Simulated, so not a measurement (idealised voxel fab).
process module | voxel plated lines
cross-section cut | 220 nm wide | cells 5 nm
A cross-section is a grid of square cells, given in bands from the top down. A band is one or more rows of cells.
Each band's line starts with the height of the band's top and of its bottom, in nm. Then come its materials from left to right, each with its width in nm. One material with "throughout" fills the band from edge to edge. "air" is empty space.
Height 0 is the level under which the wafer as received is all one material. The lowest band goes on downwards, as in "0 down".
A width such as "30 to 40" changes by the same amount from each row of cells to the next, from the band's top row to its bottom row.
"no change" after a step means that no cell of the cross-section changed.
closed voids: empty space of 8 cells or more with no open way to the top, each as width x height at its distance from the left edge, in nm
after a step's settings: what the simulator itself notes on the step
overlay nm, on a step with a mask: how far to the right of its planned place the mask lay; to the left if negative
plan
1 op RECEIVE | material Si
2 op CONFORMAL_DEP | material Al2O3 | thk nm 15
3 op DIRECTIONAL_DEP | material TiN | thk nm 5
4 op PATTERN | tone open | mask id LINES | material resist | width nm 15 | pitch nm 30 | thk nm 40 | overlay nm 0
5 op EPI | material Ru | thk nm 5
6 op EPI | material Ru | thk nm 10
7 op EPI | material Ru | thk nm 5
8 op STRIP | etch materials resist
9 op DIRECTIONAL_ETCH | etch materials TiN | depth nm 5
10 op CONFORMAL_DEP | material SiCN | thk nm 5
as received, after step 1
  0 down: Si throughout
  closed voids: none
a wafer at the end: this start, this plan, one mistake
  45 to 40: air 75 | SiCN 25 | air 5 | SiCN 25 | air 5 | SiCN 25 | air 60
  40 to 20: air 75 | SiCN 5 | Ru 15 | SiCN 5 | air 5 | SiCN 5 | Ru 15 | SiCN 5 | air 5 | SiCN 5 | Ru 15 | SiCN 5 | air 60
  20 to 15: SiCN 80 | TiN 15 | SiCN 15 | TiN 15 | SiCN 15 | TiN 15 | SiCN 65
  15 to 0: Al2O3 throughout
  0 down: Si throughout
  closed voids: none
what went wrong: step 4 ran as: op PATTERN | tone open | mask id LINES | material resist | width nm 15 | pitch nm 30 | thk nm 40 | overlay nm 10
